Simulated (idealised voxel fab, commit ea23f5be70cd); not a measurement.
process module | voxel trench capacitor
For reference, the cross-section in this document is cut, with width 270 nm and square cells of 5 nm.
A cross-section is written here as square cells arranged in a grid, and it is given in bands from the top down, each band taking up one or more rows of cells.
Within each band entry, the heights of the top and of the bottom of the band appear first, in that order and in nm; the materials of the band then follow from left to right, each with its corresponding width in nm. The designation "all across" on a single material indicates that it fills the band from edge to edge; the designation "air" indicates empty space.
Where do heights start? At 0: under that level the wafer as delivered is made of one material only. And the lowest band has no floor; it just carries on downward, as in "top 0, no bottom".
The two numbers in a width such as "30 to 40" mark its ends across the band: the first belongs to the top row of cells, the second to the bottom row, and from each row to the next the width moves by the same amount.
What does "nothing changed" mean for a step? It means no cell of the cross-section changed in that step.
Heads up: "Trapped void list" only lists the empty pockets with no open path to the top that are 8 cells or more, and it writes them as width x height at distance, distance from the left edge, in nm.
Text after the settings on a step's line: the simulator's own remark on that step.
If you see "overlay nm" on a step's line and that step has a mask, it's telling you how far right of where it was planned the mask ended up; a negative number means it went left instead.

### The process steps that were planned are listed below
| 1 | op RECEIVE | material Si |
| 2 | op CONFORMAL_DEP | material SiN | thk nm 5 |
| 3 | op PATTERN | tone open | mask id TRENCH | material resist | width nm 25 | pitch nm 50 | thk nm 20 | overlay nm 0 |
| 4 | op DIRECTIONAL_ETCH | etch materials SiN | depth nm 5 |
| 5 | op DIRECTIONAL_ETCH | etch materials Si | depth nm 40 |
| 6 | op STRIP | etch materials resist |
| 7 | op CONFORMAL_DEP | material SiO2 | thk nm 5 |
| 8 | op FILL_DEP | material polySi | thk nm 5 |
| 9 | op CMP | height nm 5 |

### Run as planned: first of two wafers

### As received (post step 1): cross-section
    top 0, no bottom = Si all across
    Trapped void list: none

### Wafer xsec, post step 2
    top 5, bottom 0 = SiN all across
    Under 0: no change, same as before.

### Wafer xsec, post step 3
    top 25, bottom 5 = resist: 70, then air: 25, then resist: 25, then air: 25, then resist: 25, then air: 25, then resist: 75
    Under 5: no change, same as before.

### Wafer xsec, post step 4
    top 25, bottom 5 = resist: 70, then air: 25, then resist: 25, then air: 25, then resist: 25, then air: 25, then resist: 75
    top 5, bottom 0 = SiN: 70, then air: 25, then SiN: 25, then air: 25, then SiN: 25, then air: 25, then SiN: 75
    Under 0: no change, same as before.

### Wafer xsec, post step 5
    top 25, bottom 5 = resist: 70, then air: 25, then resist: 25, then air: 25, then resist: 25, then air: 25, then resist: 75
    top 5, bottom 0 = SiN: 70, then air: 25, then SiN: 25, then air: 25, then SiN: 25, then air: 25, then SiN: 75
    top 0, bottom -40 = Si: 70, then air: 25, then Si: 25, then air: 25, then Si: 25, then air: 25, then Si: 75
    Under -40: no change, same as before.

### Wafer xsec, post step 6
    top 5, bottom 0 = SiN: 70, then air: 25, then SiN: 25, then air: 25, then SiN: 25, then air: 25, then SiN: 75
    Under 0: no change, same as before.

### Wafer xsec, post step 7
    top 10, bottom 5 = SiO2: 75, then air: 15, then SiO2: 35, then air: 15, then SiO2: 35, then air: 15, then SiO2: 80
    top 5, bottom 0 = SiN: 70, then SiO2: 5, then air: 15, then SiO2: 5, then SiN: 25, then SiO2: 5, then air: 15, then SiO2: 5, then SiN: 25, then SiO2: 5, then air: 15, then SiO2: 5, then SiN: 75
    top 0, bottom -35 = Si: 70, then SiO2: 5, then air: 15, then SiO2: 5, then Si: 25, then SiO2: 5, then air: 15, then SiO2: 5, then Si: 25, then SiO2: 5, then air: 15, then SiO2: 5, then Si: 75
    top -35, bottom -40 = Si: 70, then SiO2: 25, then Si: 25, then SiO2: 25, then Si: 25, then SiO2: 25, then Si: 75
    Under -40: no change, same as before.

### Wafer xsec, post step 8
    top 15, bottom 10 = polySi all across
    top 10, bottom 5 = SiO2: 75, then polySi: 15, then SiO2: 35, then polySi: 15, then SiO2: 35, then polySi: 15, then SiO2: 80
    top 5, bottom 0 = SiN: 70, then SiO2: 5, then polySi: 15, then SiO2: 5, then SiN: 25, then SiO2: 5, then polySi: 15, then SiO2: 5, then SiN: 25, then SiO2: 5, then polySi: 15, then SiO2: 5, then SiN: 75
    top 0, bottom -35 = Si: 70, then SiO2: 5, then polySi: 15, then SiO2: 5, then Si: 25, then SiO2: 5, then polySi: 15, then SiO2: 5, then Si: 25, then SiO2: 5, then polySi: 15, then SiO2: 5, then Si: 75
    Under -35: no change, same as before.

### Wafer xsec, post step 9
    top 5, bottom 0 = SiN: 70, then SiO2: 5, then polySi: 15, then SiO2: 5, then SiN: 25, then SiO2: 5, then polySi: 15, then SiO2: 5, then SiN: 25, then SiO2: 5, then polySi: 15, then SiO2: 5, then SiN: 75
    Under 0: no change, same as before.

### Second wafer, same starting conditions and recipe as the first, one mistake in executing it, nothing differs from the first up to and including step 4

### Cross-section of the second wafer when, according to plan, step 5 should have finished
    top 25, bottom 5 = resist: 70, then air: 25, then resist: 25, then air: 25, then resist: 25, then air: 25, then resist: 75
    top 5, bottom 0 = SiN: 70, then air: 25, then SiN: 25, then air: 25, then SiN: 25, then air: 25, then SiN: 75
    top 0, bottom -80 = Si: 70, then air: 25, then Si: 25, then air: 25, then Si: 25, then air: 25, then Si: 75
    Under -80: no change, same as before.

### Cross-section of the second wafer when, according to plan, step 6 should have finished
    top 5, bottom 0 = SiN: 70, then air: 25, then SiN: 25, then air: 25, then SiN: 25, then air: 25, then SiN: 75
    Under 0: no change, same as before.

### Cross-section of the second wafer when, according to plan, step 7 should have finished
    top 10, bottom 5 = SiO2: 75, then air: 15, then SiO2: 35, then air: 15, then SiO2: 35, then air: 15, then SiO2: 80
    top 5, bottom 0 = SiN: 70, then SiO2: 5, then air: 15, then SiO2: 5, then SiN: 25, then SiO2: 5, then air: 15, then SiO2: 5, then SiN: 25, then SiO2: 5, then air: 15, then SiO2: 5, then SiN: 75
    top 0, bottom -75 = Si: 70, then SiO2: 5, then air: 15, then SiO2: 5, then Si: 25, then SiO2: 5, then air: 15, then SiO2: 5, then Si: 25, then SiO2: 5, then air: 15, then SiO2: 5, then Si: 75
    top -75, bottom -80 = Si: 70, then SiO2: 25, then Si: 25, then SiO2: 25, then Si: 25, then SiO2: 25, then Si: 75
    Under -80: no change, same as before.

### Cross-section of the second wafer when, according to plan, step 8 should have finished
    top 15, bottom 10 = polySi all across
    top 10, bottom 5 = SiO2: 75, then polySi: 15, then SiO2: 35, then polySi: 15, then SiO2: 35, then polySi: 15, then SiO2: 80
    top 5, bottom 0 = SiN: 70, then SiO2: 5, then polySi: 15, then SiO2: 5, then SiN: 25, then SiO2: 5, then polySi: 15, then SiO2: 5, then SiN: 25, then SiO2: 5, then polySi: 15, then SiO2: 5, then SiN: 75
    top 0, bottom -75 = Si: 70, then SiO2: 5, then polySi: 15, then SiO2: 5, then Si: 25, then SiO2: 5, then polySi: 15, then SiO2: 5, then Si: 25, then SiO2: 5, then polySi: 15, then SiO2: 5, then Si: 75
    Under -75: no change, same as before.

### Cross-section of the second wafer when, according to plan, step 9 should have finished
    top 5, bottom 0 = SiN: 70, then SiO2: 5, then polySi: 15, then SiO2: 5, then SiN: 25, then SiO2: 5, then polySi: 15, then SiO2: 5, then SiN: 25, then SiO2: 5, then polySi: 15, then SiO2: 5, then SiN: 75
    Under 0: no change, same as before.
Where did the run depart from the plan? twice, step 5 of the plan was run
Count the cells at the end and the second wafer has more or fewer of some materials than the first: 120 fewer of Si; 48 more of SiO2; 72 more of polySi
